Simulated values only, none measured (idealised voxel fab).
Process module in this document: voxel tone inversion
270 nm wide, 5 nm square cells: that's cross-section cut.
Notation: cross-section as square-cell grid; stated in bands, top first, going down; one or more cell rows per band.
Per band: top height and bottom height in nm, followed by the left-to-right materials and their widths in nm; "everywhere" marks a single material spanning edge to edge, "blank" marks empty space.
Heights from 0 (as-received wafer is one material below). Bottom band endless downward, as "0 nm and below".
Per-row width for "30->40": begins at first number (top row of band), ends at second number (bottom row), increment between rows held constant.
Where a step carries "no change", the cross-section came out of it unchanged, cell for cell.
Under "Fully sealed voids" you'll find the enclosed gaps, the ones with no way out to the top, that are 8 cells or bigger; each reads width x height at distance, with distance counted from the left edge, everything in nm.
Read whatever lies past the settings on a step's line as the simulator's own remark about the step.
overlay nm: step with mask; distance mask lay right of planned place; negative value = left of planned place.

PLANNED PROCESS STEPS
step 1: RECEIVE [material Si]
step 2: CONFORMAL_DEP [material SiCN] [thk nm 10]
step 3: DIRECTIONAL_DEP [material polySi] [thk nm 15]
step 4: PATTERN [tone cover] [mask id POSTS] [material resist] [width nm 15] [pitch nm 35] [thk nm 25] [overlay nm -15]
step 5: DIRECTIONAL_ETCH [etch materials polySi] [depth nm 15]
step 6: STRIP [etch materials resist]
step 7: FILL_DEP [material lowk] [thk nm 10]
step 8: CMP [height nm 25]
step 9: STRIP [etch materials polySi]
step 10: CONFORMAL_DEP [material TiN] [thk nm 5]
step 11: FILL_DEP [material Ru] [thk nm 5]
step 12: CMP [height nm 25]
step 13: CONFORMAL_DEP [material SiCN] [thk nm 5]
Keep in mind the plan's value for the overlay nm of step 4 comes from the first wafer; the wafers don't share that setting, but they do share the same starting point.

FIRST WAFER OF SEVERAL, AS RECEIVED: CROSS-SECTION AFTER STEP 1
  0 nm and below = Si everywhere
  Fully sealed voids: none

FIRST OF SEVERAL WAFERS: CROSS-SECTION AT THE END OF THE MODULE, AFTER STEP 13, ITS LAST STEP
  30 nm to 25 nm = SiCN everywhere
  25 nm to 15 nm = lowk=75, then TiN=5, then Ru=5, then TiN=5, then lowk=20, then TiN=5, then Ru=5, then TiN=5, then lowk=20, then TiN=5, then Ru=5, then TiN=5, then lowk=110
  15 nm to 10 nm = lowk=75, then TiN=15, then lowk=20, then TiN=15, then lowk=20, then TiN=15, then lowk=110
  10 nm to 0 nm = SiCN everywhere
  0 nm and below = Si everywhere
  Fully sealed voids: none

AT THE END OF THE MODULE, THE LAST OF SEVERAL WAFERS IN CROSS-SECTION
  30 nm to 25 nm = SiCN everywhere
  25 nm to 15 nm = lowk=105, then TiN=5, then Ru=5, then TiN=5, then lowk=20, then TiN=5, then Ru=5, then TiN=5, then lowk=20, then TiN=5, then Ru=5, then TiN=5, then lowk=80
  15 nm to 10 nm = lowk=105, then TiN=15, then lowk=20, then TiN=15, then lowk=20, then TiN=15, then lowk=80
  10 nm to 0 nm = SiCN everywhere
  0 nm and below = Si everywhere
  Fully sealed voids: none

PER-WAFER ROWS BELOW. FOR EACH MATERIAL: CELLS GAINED (+) OR LOST (-) SINCE THE WAFER WAS RECEIVED, AS OF END OF MODULE. THEN: CLOSED VOIDS
overlay nm -15 | +6 Ru | +162 SiCN | +21 TiN | +135 lowk | Fully sealed voids: none
overlay nm -10 | +6 Ru | +162 SiCN | +21 TiN | +135 lowk | Fully sealed voids: none
overlay nm -5 | +6 Ru | +162 SiCN | +21 TiN | +135 lowk | Fully sealed voids: none
overlay nm 0 | +6 Ru | +162 SiCN | +21 TiN | +135 lowk | Fully sealed voids: none
overlay nm 5 | +6 Ru | +162 SiCN | +21 TiN | +135 lowk | Fully sealed voids: none
overlay nm 10 | +6 Ru | +162 SiCN | +21 TiN | +135 lowk | Fully sealed voids: none
overlay nm 15 | +6 Ru | +162 SiCN | +21 TiN | +135 lowk | Fully sealed voids: none
